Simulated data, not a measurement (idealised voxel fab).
You're looking at the process module voxel wiring stack.
Square cells of 5 nm make up the cross-section cut, whose width is 150 nm.
A cross-section is written here as square cells arranged in a grid, and it is given in bands from the top down, each band taking up one or more rows of cells.
What a band's entry tells you: where the top is and where the bottom is, as heights in nm, and after that what lies inside, material by material from left to right, each with its width in nm. Empty space is written as the word "blank", and a single material marked with the word "everywhere" occupies the band from edge to edge.
Counting heights begins at 0, where everything beneath is, in the wafer as received, one material. The lowest band has no bottom; it goes on downwards, as "0 nm and below" shows.
Width spec "30->40" -> top row of cells at first value, bottom row at second value, equal per-row change in between.
Step marked "left unchanged"? Then no cell in the cross-section changed in it.
Reported under the label "Trapped void list" are the empty spaces having no open way to the top and comprising 8 cells or more; the notation for each is width x height at distance, in which the distance is measured from the left edge and all three values are in nm.
Anything after a step's settings on that line? It's the simulator's own note about the step.
You can add "overlay nm" to a step's line. For a step with a mask, it describes how far the mask lay to the right of its planned position, and a negative number describes a lay to the left.
Each pair below shows a cross-section before one step and the cross-section after it, down to the lowest band that changed. The line under each pair gives the step between them, with its settings. The pairs can come from different runs of this module on the same starting wafer, so a pair continues from the pair above only where its "Prior to step" says so.
### Prior to step
  0 nm and below  Si everywhere
  Trapped void list: none
### Sectional Result
  10 nm to 0 nm  SiO2 everywhere
  At heights below 0, the structure remains unaltered.
  Trapped void list: none
Step between the cross-sections above: op CONFORMAL_DEP | material SiO2 | thk nm 10
Prior to step: The structure entering this step is exactly what the pair just above shows after its step.
### Sectional Result
  15 nm to 10 nm  TiN everywhere
  At heights below 10, the structure remains unaltered.
  Trapped void list: none
Step between the cross-sections above: op DIRECTIONAL_DEP | material TiN | thk nm 5
Prior to step: The structure entering this step is exactly what the pair just above shows after its step.
### Sectional Result
  35 nm to 15 nm  W everywhere
  At heights below 15, the structure remains unaltered.
  Trapped void list: none
Step between the cross-sections above: op DIRECTIONAL_DEP | material W | thk nm 20
Prior to step: The structure entering this step is exactly what the pair just above shows after its step.
### Sectional Result
  35 nm to 15 nm  blank 45, W 20, blank 15, W 20, blank 50
  At heights below 15, the structure remains unaltered.
  Trapped void list: none
Step between the cross-sections above: op MASKED_ETCH | tone cover | mask id METAL_1 | width nm 20 | pitch nm 35 | etch materials W | depth nm 20 | overlay nm 0
Prior to step: The structure entering this step is exactly what the pair just above shows after its step.
### Sectional Result
  35 nm to 15 nm  blank 45, W 20, blank 15, W 20, blank 50
  15 nm to 10 nm  blank 45, TiN 20, blank 15, TiN 20, blank 50
  At heights below 10, the structure remains unaltered.
  Trapped void list: none
Step between the cross-sections above: op MASKED_ETCH | tone cover | mask id METAL_1 | width nm 20 | pitch nm 35 | etch materials TiN | depth nm 5 | overlay nm 0
Prior to step: The structure entering this step is exactly what the pair just above shows after its step.
### Sectional Result
  45 nm to 35 nm  lowk everywhere
  35 nm to 15 nm  lowk 45, W 20, lowk 15, W 20, lowk 50
  15 nm to 10 nm  lowk 45, TiN 20, lowk 15, TiN 20, lowk 50
  At heights below 10, the structure remains unaltered.
  Trapped void list: none
Step between the cross-sections above: op FILL_DEP | material lowk | thk nm 10
Prior to step: The structure entering this step is exactly what the pair just above shows after its step.
### Sectional Result
  35 nm to 15 nm  lowk 45, W 20, lowk 15, W 20, lowk 50
  At heights below 15, the structure remains unaltered.
  Trapped void list: none
Step between the cross-sections above: op CMP | height nm 35
Prior to step: The structure entering this step is exactly what the pair just above shows after its step.
### Sectional Result
  40 nm to 35 nm  SiCN everywhere
  At heights below 35, the structure remains unaltered.
  Trapped void list: none
Step between the cross-sections above: op CONFORMAL_DEP | material SiCN | thk nm 5
Prior to step: The structure entering this step is exactly what the pair just above shows after its step.
### Sectional Result
  60 nm to 40 nm  SiO2 everywhere
  At heights below 40, the structure remains unaltered.
  Trapped void list: none
Step between the cross-sections above: op DIRECTIONAL_DEP | material SiO2 | thk nm 20
Prior to step: The structure entering this step is exactly what the pair just above shows after its step.
### Sectional Result
  60 nm to 40 nm  SiO2 45, blank 15, SiO2 90
  At heights below 40, the structure remains unaltered.
  Trapped void list: none
Step between the cross-sections above: op MASKED_ETCH | tone open | mask id PLUG_1 | width nm 15 | etch materials SiO2 | depth nm 20 | overlay nm 0
Prior to step: The structure entering this step is exactly what the pair just above shows after its step.
### Sectional Result
  60 nm to 40 nm  SiO2 45, blank 15, SiO2 90
  40 nm to 35 nm  SiCN 45, blank 15, SiCN 90
  At heights below 35, the structure remains unaltered.
  Trapped void list: none
Step between the cross-sections above: op MASKED_ETCH | tone open | mask id PLUG_1 | width nm 15 | etch materials SiCN | depth nm 5 | overlay nm 0
Prior to step: The structure entering this step is exactly what the pair just above shows after its step.
### Sectional Result
  65 nm to 60 nm  TiN 50, blank 5, TiN 95
  60 nm to 40 nm  SiO2 45, TiN 5, blank 5, TiN 5, SiO2 90
  40 nm to 35 nm  SiCN 45, TiN 15, SiCN 90
  At heights below 35, the structure remains unaltered.
  Trapped void list: none
Step between the cross-sections above: op CONFORMAL_DEP | material TiN | thk nm 5
Prior to step: The structure entering this step is exactly what the pair just above shows after its step.
### Sectional Result
  70 nm to 65 nm  Ru everywhere
  65 nm to 60 nm  TiN 50, Ru 5, TiN 95
  60 nm to 40 nm  SiO2 45, TiN 5, Ru 5, TiN 5, SiO2 90
  At heights below 40, the structure remains unaltered.
  Trapped void list: none
Step between the cross-sections above: op FILL_DEP | material Ru | thk nm 5
Prior to step: The structure entering this step is exactly what the pair just above shows after its step.
### Sectional Result
  60 nm to 40 nm  SiO2 45, TiN 5, Ru 5, TiN 5, SiO2 90
  At heights below 40, the structure remains unaltered.
  Trapped void list: none
Step between the cross-sections above: op CMP | height nm 60
Prior to step: The structure entering this step is exactly what the pair just above shows after its step.
### Sectional Result
  65 nm to 60 nm  SiCN everywhere
  At heights below 60, the structure remains unaltered.
  Trapped void list: none
Step between the cross-sections above: op CONFORMAL_DEP | material SiCN | thk nm 5
Prior to step: The structure entering this step is exactly what the pair just above shows after its step.
### Sectional Result
  90 nm to 65 nm  lowk everywhere
  At heights below 65, the structure remains unaltered.
  Trapped void list: none
Step between the cross-sections above: op DIRECTIONAL_DEP | material lowk | thk nm 25
Prior to step: The structure entering this step is exactly what the pair just above shows after its step.
### Sectional Result
  100 nm to 90 nm  aC everywhere
  At heights below 90, the structure remains unaltered.
  Trapped void list: none
Step between the cross-sections above: op DIRECTIONAL_DEP | material aC | thk nm 10
Prior to step: The structure entering this step is exactly what the pair just above shows after its step.
### Sectional Result
  125 nm to 100 nm  resist 45, blank 20, resist 15, blank 20, resist 50
  At heights below 100, the structure remains unaltered.
  Trapped void list: none
Step between the cross-sections above: op PATTERN | tone open | mask id METAL_2 | material resist | width nm 20 | pitch nm 35 | thk nm 25 | overlay nm 0
Prior to step: The structure entering this step is exactly what the pair just above shows after its step.
### Sectional Result
  115 nm to 100 nm  resist 45, blank 20, resist 15, blank 20, resist 50
  100 nm to 90 nm  aC 45, blank 20, aC 15, blank 20, aC 50
  At heights below 90, the structure remains unaltered.
  Trapped void list: none
Step between the cross-sections above: op DIRECTIONAL_ETCH | etch materials aC | depth nm 10
Prior to step: The structure entering this step is exactly what the pair just above shows after its step.
### Sectional Result
  100 nm to 90 nm  aC 45, blank 20, aC 15, blank 20, aC 50
  At heights below 90, the structure remains unaltered.
  Trapped void list: none
Step between the cross-sections above: op STRIP | etch materials resist
Prior to step: The structure entering this step is exactly what the pair just above shows after its step.
### Sectional Result
  100 nm to 90 nm  aC 45, blank 20, aC 15, blank 20, aC 50
  90 nm to 65 nm  lowk 45, blank 20, lowk 15, blank 20, lowk 50
  At heights below 65, the structure remains unaltered.
  Trapped void list: none
Step between the cross-sections above: op DIRECTIONAL_ETCH | etch materials lowk | depth nm 25
Prior to step: The structure entering this step is exactly what the pair just above shows after its step.
### Sectional Result
  100 nm to 90 nm  aC 45, blank 20, aC 15, blank 20, aC 50
  90 nm to 65 nm  lowk 45, blank 20, lowk 15, blank 20, lowk 50
  65 nm to 60 nm  SiCN 45, blank 20, SiCN 15, blank 20, SiCN 50
  At heights below 60, the structure remains unaltered.
  Trapped void list: none
Step between the cross-sections above: op DIRECTIONAL_ETCH | etch materials SiCN | depth nm 5
Prior to step: The structure entering this step is exactly what the pair just above shows after its step.
### Sectional Result
  90 nm to 65 nm  lowk 45, blank 20, lowk 15, blank 20, lowk 50
  At heights below 65, the structure remains unaltered.
  Trapped void list: none
Step between the cross-sections above: op STRIP | etch materials aC
Prior to step: The structure entering this step is exactly what the pair just above shows after its step.
### Sectional Result
  95 nm to 90 nm  TiN 50, blank 10, TiN 25, blank 10, TiN 55
  90 nm to 65 nm  lowk 45, TiN 5, blank 10, TiN 5, lowk 15, TiN 5, blank 10, TiN 5, lowk 50
  65 nm to 60 nm  SiCN 45, TiN 20, SiCN 15, TiN 20, SiCN 50
  At heights below 60, the structure remains unaltered.
  Trapped void list: none
Step between the cross-sections above: op CONFORMAL_DEP | material TiN | thk nm 5
Prior to step: The structure entering this step is exactly what the pair just above shows after its step.
### Sectional Result
  100 nm to 95 nm  Ru everywhere
  95 nm to 90 nm  TiN 50, Ru 10, TiN 25, Ru 10, TiN 55
  90 nm to 65 nm  lowk 45, TiN 5, Ru 10, TiN 5, lowk 15, TiN 5, Ru 10, TiN 5, lowk 50
  At heights below 65, the structure remains unaltered.
  Trapped void list: none
Step between the cross-sections above: op FILL_DEP | material Ru | thk nm 5
Prior to step: The structure entering this step is exactly what the pair just above shows after its step.
### Sectional Result
  90 nm to 65 nm  lowk 45, TiN 5, Ru 10, TiN 5, lowk 15, TiN 5, Ru 10, TiN 5, lowk 50
  At heights below 65, the structure remains unaltered.
  Trapped void list: none
Step between the cross-sections above: op CMP | height nm 90
Prior to step: The structure entering this step is exactly what the pair just above shows after its step.
### Sectional Result
  95 nm to 90 nm  blank 40, Ru 30, blank 5, Ru 30, blank 45
  At heights below 90, the structure remains unaltered.
  Trapped void list: none
Step between the cross-sections above: op EPI | material Ru | thk nm 5
Prior to step: The structure entering this step is exactly what the pair just above shows after its step.
### Sectional Result
  100 nm to 95 nm  SiCN everywhere
  95 nm to 90 nm  SiCN 40, Ru 30, SiCN 5, Ru 30, SiCN 45
  At heights below 90, the structure remains unaltered.
  Trapped void list: none
Step between the cross-sections above: op FILL_DEP | material SiCN | thk nm 5
### Prior to step
  115 nm to 100 nm  resist 45, blank 20, resist 15, blank 20, resist 50
  100 nm to 90 nm  aC 45, blank 20, aC 15, blank 20, aC 50
  90 nm to 65 nm  lowk everywhere
  65 nm to 60 nm  SiCN everywhere
  60 nm to 40 nm  SiO2 45, TiN 5, Ru 5, TiN 5, SiO2 90
  40 nm to 35 nm  SiCN 45, TiN 15, SiCN 90
  35 nm to 15 nm  lowk 45, W 20, lowk 15, W 20, lowk 50
  15 nm to 10 nm  lowk 45, TiN 20, lowk 15, TiN 20, lowk 50
  10 nm to 0 nm  SiO2 everywhere
  0 nm and below  Si everywhere
  Trapped void list: none
### Sectional Result
  105 nm to 100 nm  resist 45, blank 20, resist 15, blank 20, resist 50
  At heights below 100, the structure remains unaltered.
  Trapped void list: none
Step between the cross-sections above: op DIRECTIONAL_ETCH | etch materials aC | depth nm 10
Prior to step: The structure entering this step is exactly what the pair just above shows after its step.
### Sectional Result
  100 nm to 90 nm  aC 45, blank 20, aC 15, blank 20, aC 50
  At heights below 90, the structure remains unaltered.
  Trapped void list: none
Step between the cross-sections above: op STRIP | etch materials resist
### Prior to step
  35 nm to 15 nm  lowk 45, W 20, lowk 15, W 20, lowk 50
  15 nm to 10 nm  lowk 45, TiN 20, lowk 15, TiN 20, lowk 50
  10 nm to 0 nm  SiO2 everywhere
  0 nm and below  Si everywhere
  Trapped void list: none
### Sectional Result
  55 nm to 35 nm  SiO2 everywhere
  At heights below 35, the structure remains unaltered.
  Trapped void list: none
Step between the cross-sections above: op DIRECTIONAL_DEP | material SiO2 | thk nm 20
Prior to step: The structure entering this step is exactly what the pair just above shows after its step.
### Sectional Result
  60 nm to 55 nm  SiCN everywhere
  At heights below 55, the structure remains unaltered.
  Trapped void list: none
Step between the cross-sections above: op CONFORMAL_DEP | material SiCN | thk nm 5
Prior to step: The structure entering this step is exactly what the pair just above shows after its step.
### Sectional Result
  60 nm to 55 nm  SiCN 45, blank 15, SiCN 90
  At heights below 55, the structure remains unaltered.
  Trapped void list: none
Step between the cross-sections above: op MASKED_ETCH | tone open | mask id PLUG_1 | width nm 15 | etch materials SiCN | depth nm 5 | overlay nm 0
Prior to step: The structure entering this step is exactly what the pair just above shows after its step.
### Sectional Result
  65 nm to 60 nm  TiN 50, blank 5, TiN 95
  60 nm to 55 nm  SiCN 45, TiN 15, SiCN 90
  At heights below 55, the structure remains unaltered.
  Trapped void list: none
Step between the cross-sections above: op CONFORMAL_DEP | material TiN | thk nm 5
Prior to step: The structure entering this step is exactly what the pair just above shows after its step.
### Sectional Result
  70 nm to 65 nm  Ru everywhere
  65 nm to 60 nm  TiN 50, Ru 5, TiN 95
  At heights below 60, the structure remains unaltered.
  Trapped void list: none
Step between the cross-sections above: op FILL_DEP | material Ru | thk nm 5
Prior to step: The structure entering this step is exactly what the pair just above shows after its step.
### Sectional Result
  60 nm to 55 nm  SiCN 45, TiN 15, SiCN 90
  At heights below 55, the structure remains unaltered.
  Trapped void list: none
Step between the cross-sections above: op CMP | height nm 60
Prior to step: The structure entering this step is exactly what the pair just above shows after its step.
### Sectional Result
  65 nm to 60 nm  SiCN everywhere
  At heights below 60, the structure remains unaltered.
  Trapped void list: none
Step between the cross-sections above: op CONFORMAL_DEP | material SiCN | thk nm 5
Prior to step: The structure entering this step is exactly what the pair just above shows after its step.
### Sectional Result
  90 nm to 65 nm  lowk everywhere
  At heights below 65, the structure remains unaltered.
  Trapped void list: none
Step between the cross-sections above: op DIRECTIONAL_DEP | material lowk | thk nm 25
Prior to step: The structure entering this step is exactly what the pair just above shows after its step.
### Sectional Result
  100 nm to 90 nm  aC everywhere
  At heights below 90, the structure remains unaltered.
  Trapped void list: none
Step between the cross-sections above: op DIRECTIONAL_DEP | material aC | thk nm 10
Prior to step: The structure entering this step is exactly what the pair just above shows after its step.
### Sectional Result
  125 nm to 100 nm  resist 45, blank 20, resist 15, blank 20, resist 50
  At heights below 100, the structure remains unaltered.
  Trapped void list: none
Step between the cross-sections above: op PATTERN | tone open | mask id METAL_2 | material resist | width nm 20 | pitch nm 35 | thk nm 25 | overlay nm 0
Prior to step: The structure entering this step is exactly what the pair just above shows after its step.
### Sectional Result
  115 nm to 100 nm  resist 45, blank 20, resist 15, blank 20, resist 50
  100 nm to 90 nm  aC 45, blank 20, aC 15, blank 20, aC 50
  At heights below 90, the structure remains unaltered.
  Trapped void list: none
Step between the cross-sections above: op DIRECTIONAL_ETCH | etch materials aC | depth nm 10
Prior to step: The structure entering this step is exactly what the pair just above shows after its step.
### Sectional Result
  100 nm to 90 nm  aC 45, blank 20, aC 15, blank 20, aC 50
  At heights below 90, the structure remains unaltered.
  Trapped void list: none
Step between the cross-sections above: op STRIP | etch materials resist
Prior to step: The structure entering this step is exactly what the pair just above shows after its step.
### Sectional Result
  100 nm to 90 nm  aC 45, blank 20, aC 15, blank 20, aC 50
  90 nm to 65 nm  lowk 45, blank 20, lowk 15, blank 20, lowk 50
  At heights below 65, the structure remains unaltered.
  Trapped void list: none
Step between the cross-sections above: op DIRECTIONAL_ETCH | etch materials lowk | depth nm 25
Prior to step: The structure entering this step is exactly what the pair just above shows after its step.
### Sectional Result
  100 nm to 90 nm  aC 45, blank 20, aC 15, blank 20, aC 50
  90 nm to 65 nm  lowk 45, blank 20, lowk 15, blank 20, lowk 50
  65 nm to 60 nm  SiCN 45, blank 20, SiCN 15, blank 20, SiCN 50
  At heights below 60, the structure remains unaltered.
  Trapped void list: none
Step between the cross-sections above: op DIRECTIONAL_ETCH | etch materials SiCN | depth nm 5
Prior to step: The structure entering this step is exactly what the pair just above shows after its step.
### Sectional Result
  90 nm to 65 nm  lowk 45, blank 20, lowk 15, blank 20, lowk 50
  At heights below 65, the structure remains unaltered.
  Trapped void list: none
Step between the cross-sections above: op STRIP | etch materials aC
Prior to step: The structure entering this step is exactly what the pair just above shows after its step.
### Sectional Result
  95 nm to 90 nm  TiN 50, blank 10, TiN 25, blank 10, TiN 55
  90 nm to 65 nm  lowk 45, TiN 5, blank 10, TiN 5, lowk 15, TiN 5, blank 10, TiN 5, lowk 50
  65 nm to 60 nm  SiCN 45, TiN 20, SiCN 15, TiN 20, SiCN 50
  At heights below 60, the structure remains unaltered.
  Trapped void list: none
Step between the cross-sections above: op CONFORMAL_DEP | material TiN | thk nm 5
Prior to step: The structure entering this step is exactly what the pair just above shows after its step.
### Sectional Result
  100 nm to 95 nm  Ru everywhere
  95 nm to 90 nm  TiN 50, Ru 10, TiN 25, Ru 10, TiN 55
  90 nm to 65 nm  lowk 45, TiN 5, Ru 10, TiN 5, lowk 15, TiN 5, Ru 10, TiN 5, lowk 50
  At heights below 65, the structure remains unaltered.
  Trapped void list: none
Step between the cross-sections above: op FILL_DEP | material Ru | thk nm 5
Prior to step: The structure entering this step is exactly what the pair just above shows after its step.
### Sectional Result
  90 nm to 65 nm  lowk 45, TiN 5, Ru 10, TiN 5, lowk 15, TiN 5, Ru 10, TiN 5, lowk 50
  At heights below 65, the structure remains unaltered.
  Trapped void list: none
Step between the cross-sections above: op CMP | height nm 90
Prior to step: The structure entering this step is exactly what the pair just above shows after its step.
### Sectional Result
  95 nm to 90 nm  blank 40, Ru 30, blank 5, Ru 30, blank 45
  At heights below 90, the structure remains unaltered.
  Trapped void list: none
Step between the cross-sections above: op EPI | material Ru | thk nm 5
Prior to step: The structure entering this step is exactly what the pair just above shows after its step.
### Sectional Result
  100 nm to 95 nm  SiCN everywhere
  95 nm to 90 nm  SiCN 40, Ru 30, SiCN 5, Ru 30, SiCN 45
  At heights below 90, the structure remains unaltered.
  Trapped void list: none
Step between the cross-sections above: op FILL_DEP | material SiCN | thk nm 5
### Prior to step
  65 nm to 60 nm  SiCN everywhere
  60 nm to 40 nm  SiO2 45, TiN 5, Ru 5, TiN 5, SiO2 90
  40 nm to 35 nm  SiCN 45, TiN 15, SiCN 90
  35 nm to 15 nm  lowk 45, W 20, lowk 15, W 20, lowk 50
  15 nm to 10 nm  lowk 45, TiN 20, lowk 15, TiN 20, lowk 50
  10 nm to 0 nm  SiO2 everywhere
  0 nm and below  Si everywhere
  Trapped void list: none
### Sectional Result
  85 nm to 65 nm  lowk everywhere
  At heights below 65, the structure remains unaltered.
  Trapped void list: none
Step between the cross-sections above: op DIRECTIONAL_DEP | material lowk | thk nm 20
Prior to step: The structure entering this step is exactly what the pair just above shows after its step.
### Sectional Result
  95 nm to 85 nm  aC everywhere
  At heights below 85, the structure remains unaltered.
  Trapped void list: none
Step between the cross-sections above: op DIRECTIONAL_DEP | material aC | thk nm 10
Prior to step: The structure entering this step is exactly what the pair just above shows after its step.
### Sectional Result
  120 nm to 95 nm  resist 45, blank 20, resist 15, blank 20, resist 50
  At heights below 95, the structure remains unaltered.
  Trapped void list: none
Step between the cross-sections above: op PATTERN | tone open | mask id METAL_2 | material resist | width nm 20 | pitch nm 35 | thk nm 25 | overlay nm 0
Prior to step: The structure entering this step is exactly what the pair just above shows after its step.
### Sectional Result
  110 nm to 95 nm  resist 45, blank 20, resist 15, blank 20, resist 50
  95 nm to 85 nm  aC 45, blank 20, aC 15, blank 20, aC 50
  At heights below 85, the structure remains unaltered.
  Trapped void list: none
Step between the cross-sections above: op DIRECTIONAL_ETCH | etch materials aC | depth nm 10
Prior to step: The structure entering this step is exactly what the pair just above shows after its step.
### Sectional Result
  95 nm to 85 nm  aC 45, blank 20, aC 15, blank 20, aC 50
  At heights below 85, the structure remains unaltered.
  Trapped void list: none
Step between the cross-sections above: op STRIP | etch materials resist
Prior to step: The structure entering this step is exactly what the pair just above shows after its step.
### Sectional Result
  95 nm to 85 nm  aC 45, blank 20, aC 15, blank 20, aC 50
  85 nm to 65 nm  lowk 45, blank 20, lowk 15, blank 20, lowk 50
  At heights below 65, the structure remains unaltered.
  Trapped void list: none
Step between the cross-sections above: op DIRECTIONAL_ETCH | etch materials lowk | depth nm 25
Prior to step: The structure entering this step is exactly what the pair just above shows after its step.
### Sectional Result
  95 nm to 85 nm  aC 45, blank 20, aC 15, blank 20, aC 50
  85 nm to 65 nm  lowk 45, blank 20, lowk 15, blank 20, lowk 50
  65 nm to 60 nm  SiCN 45, blank 20, SiCN 15, blank 20, SiCN 50
  At heights below 60, the structure remains unaltered.
  Trapped void list: none
Step between the cross-sections above: op DIRECTIONAL_ETCH | etch materials SiCN | depth nm 5
Prior to step: The structure entering this step is exactly what the pair just above shows after its step.
### Sectional Result
  85 nm to 65 nm  lowk 45, blank 20, lowk 15, blank 20, lowk 50
  At heights below 65, the structure remains unaltered.
  Trapped void list: none
Step between the cross-sections above: op STRIP | etch materials aC
Prior to step: The structure entering this step is exactly what the pair just above shows after its step.
### Sectional Result
  90 nm to 85 nm  TiN 50, blank 10, TiN 25, blank 10, TiN 55
  85 nm to 65 nm  lowk 45, TiN 5, blank 10, TiN 5, lowk 15, TiN 5, blank 10, TiN 5, lowk 50
  65 nm to 60 nm  SiCN 45, TiN 20, SiCN 15, TiN 20, SiCN 50
  At heights below 60, the structure remains unaltered.
  Trapped void list: none
Step between the cross-sections above: op CONFORMAL_DEP | material TiN | thk nm 5
Prior to step: The structure entering this step is exactly what the pair just above shows after its step.
### Sectional Result
  95 nm to 90 nm  Ru everywhere
  90 nm to 85 nm  TiN 50, Ru 10, TiN 25, Ru 10, TiN 55
  85 nm to 65 nm  lowk 45, TiN 5, Ru 10, TiN 5, lowk 15, TiN 5, Ru 10, TiN 5, lowk 50
  At heights below 65, the structure remains unaltered.
  Trapped void list: none
Step between the cross-sections above: op FILL_DEP | material Ru | thk nm 5
Prior to step: The structure entering this step is exactly what the pair just above shows after its step.
### Sectional Result
  90 nm to 85 nm  TiN 50, Ru 10, TiN 25, Ru 10, TiN 55
  At heights below 85, the structure remains unaltered.
  Trapped void list: none
Step between the cross-sections above: op CMP | height nm 90
Prior to step: The structure entering this step is exactly what the pair just above shows after its step.
### Sectional Result
  95 nm to 90 nm  Ru everywhere
  At heights below 90, the structure remains unaltered.
  Trapped void list: none
Step between the cross-sections above: op EPI | material Ru | thk nm 5
Prior to step: The structure entering this step is exactly what the pair just above shows after its step.
### Sectional Result
  100 nm to 95 nm  SiCN everywhere
  At heights below 95, the structure remains unaltered.
  Trapped void list: none
Step between the cross-sections above: op FILL_DEP | material SiCN | thk nm 5
### Prior to step
  60 nm to 40 nm  SiO2 everywhere
  40 nm to 35 nm  SiCN everywhere
  35 nm to 15 nm  lowk 45, W 20, lowk 15, W 20, lowk 50
  15 nm to 10 nm  lowk 45, TiN 20, lowk 15, TiN 20, lowk 50
  10 nm to 0 nm  SiO2 everywhere
  0 nm and below  Si everywhere
  Trapped void list: none
### Sectional Result
  60 nm to 40 nm  SiO2 45, blank 20, SiO2 85
  At heights below 40, the structure remains unaltered.
  Trapped void list: none
Step between the cross-sections above: op MASKED_ETCH | tone open | mask id PLUG_1 | width nm 20 | etch materials SiO2 | depth nm 20 | overlay nm 0
Prior to step: The structure entering this step is exactly what the pair just above shows after its step.
### Sectional Result
  60 nm to 40 nm  SiO2 45, blank 20, SiO2 85
  40 nm to 35 nm  SiCN 45, blank 15, SiCN 90
  At heights below 35, the structure remains unaltered.
  Trapped void list: none
Step between the cross-sections above: op MASKED_ETCH | tone open | mask id PLUG_1 | width nm 15 | etch materials SiCN | depth nm 5 | overlay nm 0
Prior to step: The structure entering this step is exactly what the pair just above shows after its step.
### Sectional Result
  65 nm to 60 nm  TiN 50, blank 10, TiN 90
  60 nm to 45 nm  SiO2 45, TiN 5, blank 10, TiN 5, SiO2 85
  45 nm to 40 nm  SiO2 45, TiN 5, blank 5, TiN 10, SiO2 85
  40 nm to 35 nm  SiCN 45, TiN 15, SiCN 90
  At heights below 35, the structure remains unaltered.
  Trapped void list: none
Step between the cross-sections above: op CONFORMAL_DEP | material TiN | thk nm 5
Prior to step: The structure entering this step is exactly what the pair just above shows after its step.
### Sectional Result
  70 nm to 65 nm  Ru everywhere
  65 nm to 60 nm  TiN 50, Ru 10, TiN 90
  60 nm to 45 nm  SiO2 45, TiN 5, Ru 10, TiN 5, SiO2 85
  45 nm to 40 nm  SiO2 45, TiN 5, Ru 5, TiN 10, SiO2 85
  At heights below 40, the structure remains unaltered.
  Trapped void list: none
Step between the cross-sections above: op FILL_DEP | material Ru | thk nm 5
Prior to step: The structure entering this step is exactly what the pair just above shows after its step.
### Sectional Result
  60 nm to 45 nm  SiO2 45, TiN 5, Ru 10, TiN 5, SiO2 85
  At heights below 45, the structure remains unaltered.
  Trapped void list: none
Step between the cross-sections above: op CMP | height nm 60
Prior to step: The structure entering this step is exactly what the pair just above shows after its step.
### Sectional Result
  65 nm to 60 nm  SiCN everywhere
  At heights below 60, the structure remains unaltered.
  Trapped void list: none
Step between the cross-sections above: op CONFORMAL_DEP | material SiCN | thk nm 5
Prior to step: The structure entering this step is exactly what the pair just above shows after its step.
### Sectional Result
  90 nm to 65 nm  lowk everywhere
  At heights below 65, the structure remains unaltered.
  Trapped void list: none
Step between the cross-sections above: op DIRECTIONAL_DEP | material lowk | thk nm 25
Prior to step: The structure entering this step is exactly what the pair just above shows after its step.
### Sectional Result
  100 nm to 90 nm  aC everywhere
  At heights below 90, the structure remains unaltered.
  Trapped void list: none
Step between the cross-sections above: op DIRECTIONAL_DEP | material aC | thk nm 10
Prior to step: The structure entering this step is exactly what the pair just above shows after its step.
### Sectional Result
  125 nm to 100 nm  resist 45, blank 20, resist 15, blank 20, resist 50
  At heights below 100, the structure remains unaltered.
  Trapped void list: none
Step between the cross-sections above: op PATTERN | tone open | mask id METAL_2 | material resist | width nm 20 | pitch nm 35 | thk nm 25 | overlay nm 0
Prior to step: The structure entering this step is exactly what the pair just above shows after its step.
### Sectional Result
  115 nm to 100 nm  resist 45, blank 20, resist 15, blank 20, resist 50
  100 nm to 90 nm  aC 45, blank 20, aC 15, blank 20, aC 50
  At heights below 90, the structure remains unaltered.
  Trapped void list: none
Step between the cross-sections above: op DIRECTIONAL_ETCH | etch materials aC | depth nm 10
Prior to step: The structure entering this step is exactly what the pair just above shows after its step.
### Sectional Result
  100 nm to 90 nm  aC 45, blank 20, aC 15, blank 20, aC 50
  At heights below 90, the structure remains unaltered.
  Trapped void list: none
Step between the cross-sections above: op STRIP | etch materials resist
Prior to step: The structure entering this step is exactly what the pair just above shows after its step.
### Sectional Result
  100 nm to 90 nm  aC 45, blank 20, aC 15, blank 20, aC 50
  90 nm to 65 nm  lowk 45, blank 20, lowk 15, blank 20, lowk 50
  At heights below 65, the structure remains unaltered.
  Trapped void list: none
Step between the cross-sections above: op DIRECTIONAL_ETCH | etch materials lowk | depth nm 25
Prior to step: The structure entering this step is exactly what the pair just above shows after its step.
### Sectional Result
  100 nm to 90 nm  aC 45, blank 20, aC 15, blank 20, aC 50
  90 nm to 65 nm  lowk 45, blank 20, lowk 15, blank 20, lowk 50
  65 nm to 60 nm  SiCN 45, blank 20, SiCN 15, blank 20, SiCN 50
  At heights below 60, the structure remains unaltered.
  Trapped void list: none
Step between the cross-sections above: op DIRECTIONAL_ETCH | etch materials SiCN | depth nm 5
Prior to step: The structure entering this step is exactly what the pair just above shows after its step.
### Sectional Result
  90 nm to 65 nm  lowk 45, blank 20, lowk 15, blank 20, lowk 50
  At heights below 65, the structure remains unaltered.
  Trapped void list: none
Step between the cross-sections above: op STRIP | etch materials aC
Prior to step: The structure entering this step is exactly what the pair just above shows after its step.
### Sectional Result
  95 nm to 90 nm  TiN 50, blank 10, TiN 25, blank 10, TiN 55
  90 nm to 65 nm  lowk 45, TiN 5, blank 10, TiN 5, lowk 15, TiN 5, blank 10, TiN 5, lowk 50
  65 nm to 60 nm  SiCN 45, TiN 20, SiCN 15, TiN 20, SiCN 50
  At heights below 60, the structure remains unaltered.
  Trapped void list: none
Step between the cross-sections above: op CONFORMAL_DEP | material TiN | thk nm 5
Prior to step: The structure entering this step is exactly what the pair just above shows after its step.
### Sectional Result
  100 nm to 95 nm  Ru everywhere
  95 nm to 90 nm  TiN 50, Ru 10, TiN 25, Ru 10, TiN 55
  90 nm to 65 nm  lowk 45, TiN 5, Ru 10, TiN 5, lowk 15, TiN 5, Ru 10, TiN 5, lowk 50
  At heights below 65, the structure remains unaltered.
  Trapped void list: none
Step between the cross-sections above: op FILL_DEP | material Ru | thk nm 5
Prior to step: The structure entering this step is exactly what the pair just above shows after its step.
### Sectional Result
  90 nm to 65 nm  lowk 45, TiN 5, Ru 10, TiN 5, lowk 15, TiN 5, Ru 10, TiN 5, lowk 50
  At heights below 65, the structure remains unaltered.
  Trapped void list: none
Step between the cross-sections above: op CMP | height nm 90
Prior to step: The structure entering this step is exactly what the pair just above shows after its step.
### Sectional Result
  95 nm to 90 nm  blank 40, Ru 30, blank 5, Ru 30, blank 45
  At heights below 90, the structure remains unaltered.
  Trapped void list: none
Step between the cross-sections above: op EPI | material Ru | thk nm 5
Prior to step: The structure entering this step is exactly what the pair just above shows after its step.
### Sectional Result
  100 nm to 95 nm  SiCN everywhere
  95 nm to 90 nm  SiCN 40, Ru 30, SiCN 5, Ru 30, SiCN 45
  At heights below 90, the structure remains unaltered.
  Trapped void list: none
Step between the cross-sections above: op FILL_DEP | material SiCN | thk nm 5
### Prior to step
  100 nm to 90 nm  aC everywhere
  90 nm to 65 nm  lowk everywhere
  65 nm to 60 nm  SiCN everywhere
  60 nm to 40 nm  SiO2 45, TiN 5, Ru 5, TiN 5, SiO2 90
  40 nm to 35 nm  SiCN 45, TiN 15, SiCN 90
  35 nm to 15 nm  lowk 45, W 20, lowk 15, W 20, lowk 50
  15 nm to 10 nm  lowk 45, TiN 20, lowk 15, TiN 20, lowk 50
  10 nm to 0 nm  SiO2 everywhere
  0 nm and below  Si everywhere
  Trapped void list: none
### Sectional Result
  125 nm to 100 nm  resist 55, blank 20, resist 15, blank 20, resist 40
  At heights below 100, the structure remains unaltered.
  Trapped void list: none
Step between the cross-sections above: op PATTERN | tone open | mask id METAL_2 | material resist | width nm 20 | pitch nm 35 | thk nm 25 | overlay nm 10
